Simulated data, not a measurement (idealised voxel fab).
Title: Process Module voxel wiring stack
Xsec cut, 170 nm wide, square cell size 5 nm.
Cross-section = grid of square cells, listed top down in bands; band = one or more rows.
Each band's line starts with the height of the band's top and of its bottom, in nm. Then come its materials from left to right, each with its width in nm. One material with "throughout" fills the band from edge to edge. "blank" is empty space.
Ref level 0: as-received wafer is one material below here. Bottom band extends down with no lower bound ("from 0 down").
It should be noted that a width expressed as "30..40" varies in equal increments from row to row of cells within the band, taking the value of the first number at the top row and that of the second number at the bottom row.
You'll sometimes find "nothing different" written for a step, and that's the way of saying that nowhere in the cross-section did a cell change during that step.
So "Completely enclosed voids" is basically the list of trapped voids: any empty space of 8 cells or more that can't reach the top through an opening. They're written width x height at distance, the distance being from the left edge, and it's all nm.
On each step's line, the part that comes after the settings is the simulator's own comment on the step.
A step line may carry the setting "overlay nm", which, for steps involving a mask, states the distance by which the mask lay to the right of its intended position; negative values denote displacement to the left.
Quick note on how to read the rest: it's all pairs. You get the cross-section before a process step and the one after, but the after one only goes down as far as the lowest band that changed. The step in between, with its settings, sits under the pair. Heads up, the pairs can come from different runs of this module on the same starting wafer, so don't assume a pair picks up from the one above unless its "Ahead of processing" entry says it does.
[Ahead of processing]
- from 85 to 70  aC throughout
- from 70 to 65  SiCN throughout
- from 65 to 40  lowk throughout
- from 40 to 15  35 lowk | 5 SiN | 20 Ru | 5 SiN | 5 lowk | 5 SiN | 20 Ru | 5 SiN | 5 lowk | 5 SiN | 20 Ru | 5 SiN | 35 lowk
- from 15 to 10  40 SiN | 20 TiN | 15 SiN | 20 TiN | 15 SiN | 20 TiN | 40 SiN
- from 10 to 0  SiO2 throughout
- from 0 down  Si throughout
- Completely enclosed voids: none
[Resulting Structure]
- from 115 to 85  40 resist | 20 blank | 15 resist | 20 blank | 15 resist | 20 blank | 40 resist
- Below a height of 85, the structure has not been altered.
- Completely enclosed voids: none
Applied between the two views above: op PATTERN | tone open | mask id METAL_2 | material resist | width nm 20 | pitch nm 35 | thk nm 30 | overlay nm 0
Ahead of processing: For the state before this step, see the after cross-section of the pair located directly above.
[Resulting Structure]
- from 100 to 85  40 resist | 20 blank | 15 resist | 20 blank | 15 resist | 20 blank | 40 resist
- from 85 to 70  40 aC | 20 blank | 15 aC | 20 blank | 15 aC | 20 blank | 40 aC
- Below a height of 70, the structure has not been altered.
- Completely enclosed voids: none
Applied between the two views above: op DIRECTIONAL_ETCH | etch materials aC | depth nm 15
Ahead of processing: For the state before this step, see the after cross-section of the pair located directly above.
[Resulting Structure]
- from 85 to 70  40 aC | 20 blank | 15 aC | 20 blank | 15 aC | 20 blank | 40 aC
- Below a height of 70, the structure has not been altered.
- Completely enclosed voids: none
Applied between the two views above: op STRIP | etch materials resist
Ahead of processing: For the state before this step, see the after cross-section of the pair located directly above.
[Resulting Structure]
- from 70 to 65  SiCN throughout
- Below a height of 65, the structure has not been altered.
- Completely enclosed voids: none
Applied between the two views above: op STRIP | etch materials aC
Ahead of processing: For the state before this step, see the after cross-section of the pair located directly above.
[Resulting Structure]
- from 80 to 70  aC throughout
- Below a height of 70, the structure has not been altered.
- Completely enclosed voids: none
Applied between the two views above: op DIRECTIONAL_DEP | material aC | thk nm 10
Ahead of processing: For the state before this step, see the after cross-section of the pair located directly above.
[Resulting Structure]
- from 105 to 80  40 resist | 15 blank | 20 resist | 15 blank | 20 resist | 15 blank | 45 resist
- Below a height of 80, the structure has not been altered.
- Completely enclosed voids: none
Applied between the two views above: op PATTERN | tone open | mask id METAL_2_HOLES | material resist | width nm 15 | pitch nm 35 | thk nm 25 | overlay nm 0
Ahead of processing: For the state before this step, see the after cross-section of the pair located directly above.
[Resulting Structure]
- from 95 to 80  40 resist | 15 blank | 20 resist | 15 blank | 20 resist | 15 blank | 45 resist
- from 80 to 70  40 aC | 15 blank | 20 aC | 15 blank | 20 aC | 15 blank | 45 aC
- Below a height of 70, the structure has not been altered.
- Completely enclosed voids: none
Applied between the two views above: op DIRECTIONAL_ETCH | etch materials aC | depth nm 10
Ahead of processing: For the state before this step, see the after cross-section of the pair located directly above.
[Resulting Structure]
- from 80 to 70  40 aC | 15 blank | 20 aC | 15 blank | 20 aC | 15 blank | 45 aC
- Below a height of 70, the structure has not been altered.
- Completely enclosed voids: none
Applied between the two views above: op STRIP | etch materials resist
Ahead of processing: For the state before this step, see the after cross-section of the pair located directly above.
[Resulting Structure]
- from 80 to 70  40 aC | 15 blank | 20 aC | 15 blank | 20 aC | 15 blank | 45 aC
- from 70 to 65  40 SiCN | 15 blank | 20 SiCN | 15 blank | 20 SiCN | 15 blank | 45 SiCN
- Below a height of 65, the structure has not been altered.
- Completely enclosed voids: none
Applied between the two views above: op DIRECTIONAL_ETCH | etch materials SiCN | depth nm 5
Ahead of processing: For the state before this step, see the after cross-section of the pair located directly above.
[Resulting Structure]
- from 70 to 65  40 SiCN | 15 blank | 20 SiCN | 15 blank | 20 SiCN | 15 blank | 45 SiCN
- Below a height of 65, the structure has not been altered.
- Completely enclosed voids: none
Applied between the two views above: op STRIP | etch materials aC
Ahead of processing: For the state before this step, see the after cross-section of the pair located directly above.
[Resulting Structure]
- from 75 to 70  45 TiN | 5 blank | 30 TiN | 5 blank | 30 TiN | 5 blank | 50 TiN
- from 70 to 65  40 SiCN | 15 TiN | 20 SiCN | 15 TiN | 20 SiCN | 15 TiN | 45 SiCN
- Below a height of 65, the structure has not been altered.
- Completely enclosed voids: none
Applied between the two views above: op CONFORMAL_DEP | material TiN | thk nm 5
Ahead of processing: For the state before this step, see the after cross-section of the pair located directly above.
[Resulting Structure]
- from 80 to 75  Ru throughout
- from 75 to 70  45 TiN | 5 Ru | 30 TiN | 5 Ru | 30 TiN | 5 Ru | 50 TiN
- Below a height of 70, the structure has not been altered.
- Completely enclosed voids: none
Applied between the two views above: op FILL_DEP | material Ru | thk nm 5
Ahead of processing: For the state before this step, see the after cross-section of the pair located directly above.
[Resulting Structure]
- from 70 to 65  40 SiCN | 15 TiN | 20 SiCN | 15 TiN | 20 SiCN | 15 TiN | 45 SiCN
- Below a height of 65, the structure has not been altered.
- Completely enclosed voids: none
Applied between the two views above: op CMP | height nm 70
Ahead of processing: For the state before this step, see the after cross-section of the pair located directly above.
[Resulting Structure]
- from 75 to 70  SiCN throughout
- Below a height of 70, the structure has not been altered.
- Completely enclosed voids: none
Applied between the two views above: op CONFORMAL_DEP | material SiCN | thk nm 5
[Ahead of processing]
- from 15 to 10  TiN throughout
- from 10 to 0  SiO2 throughout
- from 0 down  Si throughout
- Completely enclosed voids: none
[Resulting Structure]
- from 35 to 15  Ru throughout
- Below a height of 15, the structure has not been altered.
- Completely enclosed voids: none
Applied between the two views above: op DIRECTIONAL_DEP | material Ru | thk nm 20
Ahead of processing: For the state before this step, see the after cross-section of the pair located directly above.
[Resulting Structure]
- from 45 to 35  aC throughout
- Below a height of 35, the structure has not been altered.
- Completely enclosed voids: none
Applied between the two views above: op DIRECTIONAL_DEP | material aC | thk nm 10
Ahead of processing: For the state before this step, see the after cross-section of the pair located directly above.
[Resulting Structure]
- from 75 to 45  40 blank | 20 resist | 15 blank | 20 resist | 15 blank | 20 resist | 40 blank
- Below a height of 45, the structure has not been altered.
- Completely enclosed voids: none
Applied between the two views above: op PATTERN | tone cover | mask id METAL_1 | material resist | width nm 20 | pitch nm 35 | thk nm 30 | overlay nm 0
Ahead of processing: For the state before this step, see the after cross-section of the pair located directly above.
[Resulting Structure]
- from 65 to 45  40 blank | 20 resist | 15 blank | 20 resist | 15 blank | 20 resist | 40 blank
- from 45 to 35  40 blank | 20 aC | 15 blank | 20 aC | 15 blank | 20 aC | 40 blank
- Below a height of 35, the structure has not been altered.
- Completely enclosed voids: none
Applied between the two views above: op DIRECTIONAL_ETCH | etch materials aC | depth nm 10
Ahead of processing: For the state before this step, see the after cross-section of the pair located directly above.
[Resulting Structure]
- from 45 to 35  40 blank | 20 aC | 15 blank | 20 aC | 15 blank | 20 aC | 40 blank
- Below a height of 35, the structure has not been altered.
- Completely enclosed voids: none
Applied between the two views above: op STRIP | etch materials resist
Ahead of processing: For the state before this step, see the after cross-section of the pair located directly above.
[Resulting Structure]
- from 45 to 35  40 blank | 20 aC | 15 blank | 20 aC | 15 blank | 20 aC | 40 blank
- from 35 to 15  40 blank | 20 Ru | 15 blank | 20 Ru | 15 blank | 20 Ru | 40 blank
- Below a height of 15, the structure has not been altered.
- Completely enclosed voids: none
Applied between the two views above: op DIRECTIONAL_ETCH | etch materials Ru | depth nm 25
Ahead of processing: For the state before this step, see the after cross-section of the pair located directly above.
[Resulting Structure]
- from 45 to 35  40 blank | 20 aC | 15 blank | 20 aC | 15 blank | 20 aC | 40 blank
- from 35 to 15  40 blank | 20 Ru | 15 blank | 20 Ru | 15 blank | 20 Ru | 40 blank
- from 15 to 10  40 blank | 20 TiN | 15 blank | 20 TiN | 15 blank | 20 TiN | 40 blank
- Below a height of 10, the structure has not been altered.
- Completely enclosed voids: none
Applied between the two views above: op DIRECTIONAL_ETCH | etch materials TiN | depth nm 5
Ahead of processing: For the state before this step, see the after cross-section of the pair located directly above.
[Resulting Structure]
- from 35 to 15  40 blank | 20 Ru | 15 blank | 20 Ru | 15 blank | 20 Ru | 40 blank
- Below a height of 15, the structure has not been altered.
- Completely enclosed voids: none
Applied between the two views above: op STRIP | etch materials aC
Ahead of processing: For the state before this step, see the after cross-section of the pair located directly above.
[Resulting Structure]
- from 40 to 35  35 blank | 30 SiN | 5 blank | 30 SiN | 5 blank | 30 SiN | 35 blank
- from 35 to 15  35 blank | 5 SiN | 20 Ru | 5 SiN | 5 blank | 5 SiN | 20 Ru | 5 SiN | 5 blank | 5 SiN | 20 Ru | 5 SiN | 35 blank
- from 15 to 10  40 SiN | 20 TiN | 15 SiN | 20 TiN | 15 SiN | 20 TiN | 40 SiN
- Below a height of 10, the structure has not been altered.
- Completely enclosed voids: none
Applied between the two views above: op CONFORMAL_DEP | material SiN | thk nm 5
Ahead of processing: For the state before this step, see the after cross-section of the pair located directly above.
[Resulting Structure]
- from 50 to 40  lowk throughout
- from 40 to 35  35 lowk | 30 SiN | 5 lowk | 30 SiN | 5 lowk | 30 SiN | 35 lowk
- from 35 to 15  35 lowk | 5 SiN | 20 Ru | 5 SiN | 5 lowk | 5 SiN | 20 Ru | 5 SiN | 5 lowk | 5 SiN | 20 Ru | 5 SiN | 35 lowk
- Below a height of 15, the structure has not been altered.
- Completely enclosed voids: none
Applied between the two views above: op FILL_DEP | material lowk | thk nm 10
Ahead of processing: For the state before this step, see the after cross-section of the pair located directly above.
[Resulting Structure]
- from 40 to 35  35 lowk | 30 SiN | 5 lowk | 30 SiN | 5 lowk | 30 SiN | 35 lowk
- Below a height of 35, the structure has not been altered.
- Completely enclosed voids: none
Applied between the two views above: op CMP | height nm 40
Ahead of processing: For the state before this step, see the after cross-section of the pair located directly above.
[Resulting Structure]
- from 45 to 40  SiCN throughout
- Below a height of 40, the structure has not been altered.
- Completely enclosed voids: none
Applied between the two views above: op CONFORMAL_DEP | material SiCN | thk nm 5
Ahead of processing: For the state before this step, see the after cross-section of the pair located directly above.
[Resulting Structure]
- from 70 to 45  lowk throughout
- Below a height of 45, the structure has not been altered.
- Completely enclosed voids: none
Applied between the two views above: op DIRECTIONAL_DEP | material lowk | thk nm 25
Ahead of processing: For the state before this step, see the after cross-section of the pair located directly above.
[Resulting Structure]
- from 85 to 70  aC throughout
- Below a height of 70, the structure has not been altered.
- Completely enclosed voids: none
Applied between the two views above: op DIRECTIONAL_DEP | material aC | thk nm 15
Ahead of processing: For the state before this step, see the after cross-section of the pair located directly above.
[Resulting Structure]
- from 115 to 85  40 resist | 20 blank | 15 resist | 20 blank | 15 resist | 20 blank | 40 resist
- Below a height of 85, the structure has not been altered.
- Completely enclosed voids: none
Applied between the two views above: op PATTERN | tone open | mask id METAL_2 | material resist | width nm 20 | pitch nm 35 | thk nm 30 | overlay nm 0
Ahead of processing: For the state before this step, see the after cross-section of the pair located directly above.
[Resulting Structure]
- from 100 to 85  40 resist | 20 blank | 15 resist | 20 blank | 15 resist | 20 blank | 40 resist
- from 85 to 70  40 aC | 20 blank | 15 aC | 20 blank | 15 aC | 20 blank | 40 aC
- Below a height of 70, the structure has not been altered.
- Completely enclosed voids: none
Applied between the two views above: op DIRECTIONAL_ETCH | etch materials aC | depth nm 15
Ahead of processing: For the state before this step, see the after cross-section of the pair located directly above.
[Resulting Structure]
- from 85 to 70  40 aC | 20 blank | 15 aC | 20 blank | 15 aC | 20 blank | 40 aC
- Below a height of 70, the structure has not been altered.
- Completely enclosed voids: none
Applied between the two views above: op STRIP | etch materials resist
Ahead of processing: For the state before this step, see the after cross-section of the pair located directly above.
[Resulting Structure]
- from 85 to 70  40 aC | 20 blank | 15 aC | 20 blank | 15 aC | 20 blank | 40 aC
- from 70 to 55  40 lowk | 20 blank | 15 lowk | 20 blank | 15 lowk | 20 blank | 40 lowk
- Below a height of 55, the structure has not been altered.
- Completely enclosed voids: none
Applied between the two views above: op DIRECTIONAL_ETCH | etch materials lowk | depth nm 15
Ahead of processing: For the state before this step, see the after cross-section of the pair located directly above.
[Resulting Structure]
- from 70 to 55  40 lowk | 20 blank | 15 lowk | 20 blank | 15 lowk | 20 blank | 40 lowk
- Below a height of 55, the structure has not been altered.
- Completely enclosed voids: none
Applied between the two views above: op STRIP | etch materials aC
Ahead of processing: For the state before this step, see the after cross-section of the pair located directly above.
[Resulting Structure]
- from 80 to 70  40 aC | 20 blank | 15 aC | 20 blank | 15 aC | 20 blank | 40 aC
- from 70 to 65  40 lowk | 20 blank | 15 lowk | 20 blank | 15 lowk | 20 blank | 40 lowk
- from 65 to 55  40 lowk | 20 aC | 15 lowk | 20 aC | 15 lowk | 20 aC | 40 lowk
- Below a height of 55, the structure has not been altered.
- Completely enclosed voids: none
Applied between the two views above: op DIRECTIONAL_DEP | material aC | thk nm 10
Ahead of processing: For the state before this step, see the after cross-section of the pair located directly above.
[Resulting Structure]
- from 105 to 80  40 resist | 15 blank | 20 resist | 15 blank | 20 resist | 15 blank | 45 resist
- from 80 to 70  40 aC | 15 blank | 5 resist | 15 aC | 15 blank | 5 resist | 15 aC | 15 blank | 5 resist | 40 aC
- from 70 to 65  40 lowk | 15 blank | 5 resist | 15 lowk | 15 blank | 5 resist | 15 lowk | 15 blank | 5 resist | 40 lowk
- Below a height of 65, the structure has not been altered.
- Completely enclosed voids: none
Applied between the two views above: op PATTERN | tone open | mask id METAL_2_HOLES | material resist | width nm 15 | pitch nm 35 | thk nm 25 | overlay nm 0
Ahead of processing: For the state before this step, see the after cross-section of the pair located directly above.
[Resulting Structure]
- from 95 to 80  40 resist | 15 blank | 20 resist | 15 blank | 20 resist | 15 blank | 45 resist
- from 80 to 70  40 aC | 15 blank | 5 resist | 15 aC | 15 blank | 5 resist | 15 aC | 15 blank | 5 resist | 40 aC
- from 70 to 65  40 lowk | 15 blank | 5 resist | 15 lowk | 15 blank | 5 resist | 15 lowk | 15 blank | 5 resist | 40 lowk
- from 65 to 55  40 lowk | 15 blank | 5 aC | 15 lowk | 15 blank | 5 aC | 15 lowk | 15 blank | 5 aC | 40 lowk
- Below a height of 55, the structure has not been altered.
- Completely enclosed voids: none
Applied between the two views above: op DIRECTIONAL_ETCH | etch materials aC | depth nm 10
Ahead of processing: For the state before this step, see the after cross-section of the pair located directly above.
[Resulting Structure]
- from 80 to 70  40 aC | 20 blank | 15 aC | 20 blank | 15 aC | 20 blank | 40 aC
- from 70 to 65  40 lowk | 20 blank | 15 lowk | 20 blank | 15 lowk | 20 blank | 40 lowk
- Below a height of 65, the structure has not been altered.
- Completely enclosed voids: none
Applied between the two views above: op STRIP | etch materials resist
Ahead of processing: For the state before this step, see the after cross-section of the pair located directly above.
[Resulting Structure]
- from 80 to 70  40 aC | 20 blank | 15 aC | 20 blank | 15 aC | 20 blank | 40 aC
- from 70 to 65  40 lowk | 20 blank | 15 lowk | 20 blank | 15 lowk | 20 blank | 40 lowk
- from 65 to 55  40 lowk | 15 blank | 5 aC | 15 lowk | 15 blank | 5 aC | 15 lowk | 15 blank | 5 aC | 40 lowk
- from 55 to 45  40 lowk | 15 blank | 20 lowk | 15 blank | 20 lowk | 15 blank | 45 lowk
- Below a height of 45, the structure has not been altered.
- Completely enclosed voids: none
Applied between the two views above: op DIRECTIONAL_ETCH | etch materials lowk | depth nm 10
Ahead of processing: For the state before this step, see the after cross-section of the pair located directly above.
[Resulting Structure]
- from 80 to 70  40 aC | 20 blank | 15 aC | 20 blank | 15 aC | 20 blank | 40 aC
- from 70 to 65  40 lowk | 20 blank | 15 lowk | 20 blank | 15 lowk | 20 blank | 40 lowk
- from 65 to 55  40 lowk | 15 blank | 5 aC | 15 lowk | 15 blank | 5 aC | 15 lowk | 15 blank | 5 aC | 40 lowk
- from 55 to 45  40 lowk | 15 blank | 20 lowk | 15 blank | 20 lowk | 15 blank | 45 lowk
- from 45 to 40  40 SiCN | 15 blank | 20 SiCN | 15 blank | 20 SiCN | 15 blank | 45 SiCN
- Below a height of 40, the structure has not been altered.
- Completely enclosed voids: none
Applied between the two views above: op DIRECTIONAL_ETCH | etch materials SiCN | depth nm 5
Ahead of processing: For the state before this step, see the after cross-section of the pair located directly above.
[Resulting Structure]
- from 70 to 55  40 lowk | 20 blank | 15 lowk | 20 blank | 15 lowk | 20 blank | 40 lowk
- Below a height of 55, the structure has not been altered.
- Completely enclosed voids: none
Applied between the two views above: op STRIP | etch materials aC
Ahead of processing: For the state before this step, see the after cross-section of the pair located directly above.
[Resulting Structure]
- from 75 to 70  45 TiN | 10 blank | 25 TiN | 10 blank | 25 TiN | 10 blank | 45 TiN
- from 70 to 60  40 lowk | 5 TiN | 10 blank | 5 TiN | 15 lowk | 5 TiN | 10 blank | 5 TiN | 15 lowk | 5 TiN | 10 blank | 5 TiN | 40 lowk
- from 60 to 55  40 lowk | 5 TiN | 5 blank | 10 TiN | 15 lowk | 5 TiN | 5 blank | 10 TiN | 15 lowk | 5 TiN | 5 blank | 10 TiN | 40 lowk
- from 55 to 45  40 lowk | 5 TiN | 5 blank | 5 TiN | 20 lowk | 5 TiN | 5 blank | 5 TiN | 20 lowk | 5 TiN | 5 blank | 5 TiN | 45 lowk
- from 45 to 40  40 SiCN | 15 TiN | 20 SiCN | 15 TiN | 20 SiCN | 15 TiN | 45 SiCN
- Below a height of 40, the structure has not been altered.
- Completely enclosed voids: none
Applied between the two views above: op CONFORMAL_DEP | material TiN | thk nm 5
Ahead of processing: For the state before this step, see the after cross-section of the pair located directly above.
[Resulting Structure]
- from 80 to 75  Ru throughout
- from 75 to 70  45 TiN | 10 Ru | 25 TiN | 10 Ru | 25 TiN | 10 Ru | 45 TiN
- from 70 to 60  40 lowk | 5 TiN | 10 Ru | 5 TiN | 15 lowk | 5 TiN | 10 Ru | 5 TiN | 15 lowk | 5 TiN | 10 Ru | 5 TiN | 40 lowk
- from 60 to 55  40 lowk | 5 TiN | 5 Ru | 10 TiN | 15 lowk | 5 TiN | 5 Ru | 10 TiN | 15 lowk | 5 TiN | 5 Ru | 10 TiN | 40 lowk
- from 55 to 45  40 lowk | 5 TiN | 5 Ru | 5 TiN | 20 lowk | 5 TiN | 5 Ru | 5 TiN | 20 lowk | 5 TiN | 5 Ru | 5 TiN | 45 lowk
- Below a height of 45, the structure has not been altered.
- Completely enclosed voids: none
Applied between the two views above: op FILL_DEP | material Ru | thk nm 5
Ahead of processing: For the state before this step, see the after cross-section of the pair located directly above.
[Resulting Structure]
- from 70 to 60  40 lowk | 5 TiN | 10 Ru | 5 TiN | 15 lowk | 5 TiN | 10 Ru | 5 TiN | 15 lowk | 5 TiN | 10 Ru | 5 TiN | 40 lowk
- Below a height of 60, the structure has not been altered.
- Completely enclosed voids: none
Applied between the two views above: op CMP | height nm 70
Ahead of processing: For the state before this step, see the after cross-section of the pair located directly above.
[Resulting Structure]
- from 75 to 70  SiCN throughout
- Below a height of 70, the structure has not been altered.
- Completely enclosed voids: none
Applied between the two views above: op CONFORMAL_DEP | material SiCN | thk nm 5
[Ahead of processing]
- from 50 to 40  aC throughout
- from 40 to 15  Ru throughout
- from 15 to 10  TiN throughout
- from 10 to 0  SiO2 throughout
- from 0 down  Si throughout
- Completely enclosed voids: none
[Resulting Structure]
- from 80 to 50  45 blank | 15 resist | 20 blank | 15 resist | 20 blank | 15 resist | 40 blank
- Below a height of 50, the structure has not been altered.
- Completely enclosed voids: none
Applied between the two views above: op PATTERN | tone cover | mask id METAL_1 | material resist | width nm 15 | pitch nm 35 | thk nm 30 | overlay nm 0
Ahead of processing: For the state before this step, see the after cross-section of the pair located directly above.
[Resulting Structure]
- from 70 to 50  45 blank | 15 resist | 20 blank | 15 resist | 20 blank | 15 resist | 40 blank
- from 50 to 40  45 blank | 15 aC | 20 blank | 15 aC | 20 blank | 15 aC | 40 blank
- Below a height of 40, the structure has not been altered.
- Completely enclosed voids: none
Applied between the two views above: op DIRECTIONAL_ETCH | etch materials aC | depth nm 10
Ahead of processing: For the state before this step, see the after cross-section of the pair located directly above.
[Resulting Structure]
- from 50 to 40  45 blank | 15 aC | 20 blank | 15 aC | 20 blank | 15 aC | 40 blank
- Below a height of 40, the structure has not been altered.
- Completely enclosed voids: none
Applied between the two views above: op STRIP | etch materials resist
Ahead of processing: For the state before this step, see the after cross-section of the pair located directly above.
[Resulting Structure]
- from 50 to 40  45 blank | 15 aC | 20 blank | 15 aC | 20 blank | 15 aC | 40 blank
- from 40 to 15  45 blank | 15 Ru | 20 blank | 15 Ru | 20 blank | 15 Ru | 40 blank
- Below a height of 15, the structure has not been altered.
- Completely enclosed voids: none
Applied between the two views above: op DIRECTIONAL_ETCH | etch materials Ru | depth nm 25
Ahead of processing: For the state before this step, see the after cross-section of the pair located directly above.
[Resulting Structure]
- from 50 to 40  45 blank | 15 aC | 20 blank | 15 aC | 20 blank | 15 aC | 40 blank
- from 40 to 15  45 blank | 15 Ru | 20 blank | 15 Ru | 20 blank | 15 Ru | 40 blank
- from 15 to 10  45 blank | 15 TiN | 20 blank | 15 TiN | 20 blank | 15 TiN | 40 blank
- Below a height of 10, the structure has not been altered.
- Completely enclosed voids: none
Applied between the two views above: op DIRECTIONAL_ETCH | etch materials TiN | depth nm 5
Ahead of processing: For the state before this step, see the after cross-section of the pair located directly above.
[Resulting Structure]
- from 40 to 15  45 blank | 15 Ru | 20 blank | 15 Ru | 20 blank | 15 Ru | 40 blank
- Below a height of 15, the structure has not been altered.
- Completely enclosed voids: none
Applied between the two views above: op STRIP | etch materials aC
Ahead of processing: For the state before this step, see the after cross-section of the pair located directly above.
[Resulting Structure]
- from 45 to 40  40 blank | 25 SiN | 10 blank | 25 SiN | 10 blank | 25 SiN | 35 blank
- from 40 to 15  40 blank | 5 SiN | 15 Ru | 5 SiN | 10 blank | 5 SiN | 15 Ru | 5 SiN | 10 blank | 5 SiN | 15 Ru | 5 SiN | 35 blank
- from 15 to 10  45 SiN | 15 TiN | 20 SiN | 15 TiN | 20 SiN | 15 TiN | 40 SiN
- Below a height of 10, the structure has not been altered.
- Completely enclosed voids: none
Applied between the two views above: op CONFORMAL_DEP | material SiN | thk nm 5
Ahead of processing: For the state before this step, see the after cross-section of the pair located directly above.
[Resulting Structure]
- from 55 to 45  lowk throughout
- from 45 to 40  40 lowk | 25 SiN | 10 lowk | 25 SiN | 10 lowk | 25 SiN | 35 lowk
- from 40 to 15  40 lowk | 5 SiN | 15 Ru | 5 SiN | 10 lowk | 5 SiN | 15 Ru | 5 SiN | 10 lowk | 5 SiN | 15 Ru | 5 SiN | 35 lowk
- Below a height of 15, the structure has not been altered.
- Completely enclosed voids: none
Applied between the two views above: op FILL_DEP | material lowk | thk nm 10
Ahead of processing: For the state before this step, see the after cross-section of the pair located directly above.
[Resulting Structure]
- from 40 to 15  40 lowk | 5 SiN | 15 Ru | 5 SiN | 10 lowk | 5 SiN | 15 Ru | 5 SiN | 10 lowk | 5 SiN | 15 Ru | 5 SiN | 35 lowk
- Below a height of 15, the structure has not been altered.
- Completely enclosed voids: none
Applied between the two views above: op CMP | height nm 40
Ahead of processing: For the state before this step, see the after cross-section of the pair located directly above.
[Resulting Structure]
- from 45 to 40  SiCN throughout
- Below a height of 40, the structure has not been altered.
- Completely enclosed voids: none
Applied between the two views above: op CONFORMAL_DEP | material SiCN | thk nm 5
Ahead of processing: For the state before this step, see the after cross-section of the pair located directly above.
[Resulting Structure]
- from 70 to 45  lowk throughout
- Below a height of 45, the structure has not been altered.
- Completely enclosed voids: none
Applied between the two views above: op DIRECTIONAL_DEP | material lowk | thk nm 25
Ahead of processing: For the state before this step, see the after cross-section of the pair located directly above.
[Resulting Structure]
- from 85 to 70  aC throughout
- Below a height of 70, the structure has not been altered.
- Completely enclosed voids: none
Applied between the two views above: op DIRECTIONAL_DEP | material aC | thk nm 15
Ahead of processing: For the state before this step, see the after cross-section of the pair located directly above.
[Resulting Structure]
- from 115 to 85  40 resist | 20 blank | 15 resist | 20 blank | 15 resist | 20 blank | 40 resist
- Below a height of 85, the structure has not been altered.
- Completely enclosed voids: none
Applied between the two views above: op PATTERN | tone open | mask id METAL_2 | material resist | width nm 20 | pitch nm 35 | thk nm 30 | overlay nm 0
Ahead of processing: For the state before this step, see the after cross-section of the pair located directly above.
[Resulting Structure]
- from 100 to 85  40 resist | 20 blank | 15 resist | 20 blank | 15 resist | 20 blank | 40 resist
- from 85 to 70  40 aC | 20 blank | 15 aC | 20 blank | 15 aC | 20 blank | 40 aC
- Below a height of 70, the structure has not been altered.
- Completely enclosed voids: none
Applied between the two views above: op DIRECTIONAL_ETCH | etch materials aC | depth nm 15
Ahead of processing: For the state before this step, see the after cross-section of the pair located directly above.
[Resulting Structure]
- from 85 to 70  40 aC | 20 blank | 15 aC | 20 blank | 15 aC | 20 blank | 40 aC
- Below a height of 70, the structure has not been altered.
- Completely enclosed voids: none
Applied between the two views above: op STRIP | etch materials resist
Ahead of processing: For the state before this step, see the after cross-section of the pair located directly above.
[Resulting Structure]
- from 85 to 70  40 aC | 20 blank | 15 aC | 20 blank | 15 aC | 20 blank | 40 aC
- from 70 to 55  40 lowk | 20 blank | 15 lowk | 20 blank | 15 lowk | 20 blank | 40 lowk
- Below a height of 55, the structure has not been altered.
- Completely enclosed voids: none
Applied between the two views above: op DIRECTIONAL_ETCH | etch materials lowk | depth nm 15
Ahead of processing: For the state before this step, see the after cross-section of the pair located directly above.
[Resulting Structure]
- from 70 to 55  40 lowk | 20 blank | 15 lowk | 20 blank | 15 lowk | 20 blank | 40 lowk
- Below a height of 55, the structure has not been altered.
- Completely enclosed voids: none
Applied between the two views above: op STRIP | etch materials aC
Ahead of processing: For the state before this step, see the after cross-section of the pair located directly above.
[Resulting Structure]
- from 80 to 70  40 aC | 20 blank | 15 aC | 20 blank | 15 aC | 20 blank | 40 aC
- from 70 to 65  40 lowk | 20 blank | 15 lowk | 20 blank | 15 lowk | 20 blank | 40 lowk
- from 65 to 55  40 lowk | 20 aC | 15 lowk | 20 aC | 15 lowk | 20 aC | 40 lowk
- Below a height of 55, the structure has not been altered.
- Completely enclosed voids: none
Applied between the two views above: op DIRECTIONAL_DEP | material aC | thk nm 10
Ahead of processing: For the state before this step, see the after cross-section of the pair located directly above.
[Resulting Structure]
- from 105 to 80  40 resist | 15 blank | 20 resist | 15 blank | 20 resist | 15 blank | 45 resist
- from 80 to 70  40 aC | 15 blank | 5 resist | 15 aC | 15 blank | 5 resist | 15 aC | 15 blank | 5 resist | 40 aC
- from 70 to 65  40 lowk | 15 blank | 5 resist | 15 lowk | 15 blank | 5 resist | 15 lowk | 15 blank | 5 resist | 40 lowk
- Below a height of 65, the structure has not been altered.
- Completely enclosed voids: none
Applied between the two views above: op PATTERN | tone open | mask id METAL_2_HOLES | material resist | width nm 15 | pitch nm 35 | thk nm 25 | overlay nm 0
Ahead of processing: For the state before this step, see the after cross-section of the pair located directly above.
[Resulting Structure]
- from 95 to 80  40 resist | 15 blank | 20 resist | 15 blank | 20 resist | 15 blank | 45 resist
- from 80 to 70  40 aC | 15 blank | 5 resist | 15 aC | 15 blank | 5 resist | 15 aC | 15 blank | 5 resist | 40 aC
- from 70 to 65  40 lowk | 15 blank | 5 resist | 15 lowk | 15 blank | 5 resist | 15 lowk | 15 blank | 5 resist | 40 lowk
- from 65 to 55  40 lowk | 15 blank | 5 aC | 15 lowk | 15 blank | 5 aC | 15 lowk | 15 blank | 5 aC | 40 lowk
- Below a height of 55, the structure has not been altered.
- Completely enclosed voids: none
Applied between the two views above: op DIRECTIONAL_ETCH | etch materials aC | depth nm 10
Ahead of processing: For the state before this step, see the after cross-section of the pair located directly above.
[Resulting Structure]
- from 80 to 70  40 aC | 20 blank | 15 aC | 20 blank | 15 aC | 20 blank | 40 aC
- from 70 to 65  40 lowk | 20 blank | 15 lowk | 20 blank | 15 lowk | 20 blank | 40 lowk
- Below a height of 65, the structure has not been altered.
- Completely enclosed voids: none
Applied between the two views above: op STRIP | etch materials resist
Ahead of processing: For the state before this step, see the after cross-section of the pair located directly above.
[Resulting Structure]
- from 80 to 70  40 aC | 20 blank | 15 aC | 20 blank | 15 aC | 20 blank | 40 aC
- from 70 to 65  40 lowk | 20 blank | 15 lowk | 20 blank | 15 lowk | 20 blank | 40 lowk
- from 65 to 55  40 lowk | 15 blank | 5 aC | 15 lowk | 15 blank | 5 aC | 15 lowk | 15 blank | 5 aC | 40 lowk
- from 55 to 45  40 lowk | 15 blank | 20 lowk | 15 blank | 20 lowk | 15 blank | 45 lowk
- Below a height of 45, the structure has not been altered.
- Completely enclosed voids: none
Applied between the two views above: op DIRECTIONAL_ETCH | etch materials lowk | depth nm 10
